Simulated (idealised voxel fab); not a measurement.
process module | voxel lift off
cross-section cut | 220 nm wide | cells 5 nm
A cross-section is a grid of square cells, given in bands from the top down. A band is one or more rows of cells.
Each band's line starts with the height of the band's top and of its bottom, in nm. Then come its materials from left to right, each with its width in nm. One material with "throughout" fills the band from edge to edge. "air" is empty space.
Height 0 is the level under which the wafer as received is all one material. The lowest band goes on downwards, as in "0 down".
A width such as "30 to 40" changes by the same amount from each row of cells to the next, from the band's top row to its bottom row.
"no change" after a step means that no cell of the cross-section changed.
closed voids: empty space of 8 cells or more with no open way to the top, each as width x height at its distance from the left edge, in nm
after a step's settings: what the simulator itself notes on the step
overlay nm, on a step with a mask: how far to the right of its planned place the mask lay; to the left if negative
plan
1 op RECEIVE | material Si
2 op CONFORMAL_DEP | material SiN | thk nm 5
3 op PATTERN | tone open | mask id LINES | material resist | width nm 25 | pitch nm 50 | thk nm 20 | overlay nm 0
4 op DIRECTIONAL_DEP | material Ru | thk nm 10
5 op STRIP | etch materials resist
6 op CONFORMAL_DEP | material SiCN | thk nm 10
as received, after step 1
  0 down: Si throughout
  closed voids: none
a wafer at the end: this start, this plan, one mistake
  25 to 15: SiCN 30 | air 5 | SiCN 45 | air 5 | SiCN 45 | air 5 | SiCN 45 | air 5 | SiCN 35
  15 to 5: Ru 20 | SiCN 25 | Ru 25 | SiCN 25 | Ru 25 | SiCN 25 | Ru 25 | SiCN 25 | Ru 25
  5 to 0: SiN throughout
  0 down: Si throughout
  closed voids: none
what went wrong: step 3 ran as: op PATTERN | tone cover | mask id LINES | material resist | width nm 25 | pitch nm 50 | thk nm 20 | overlay nm 0
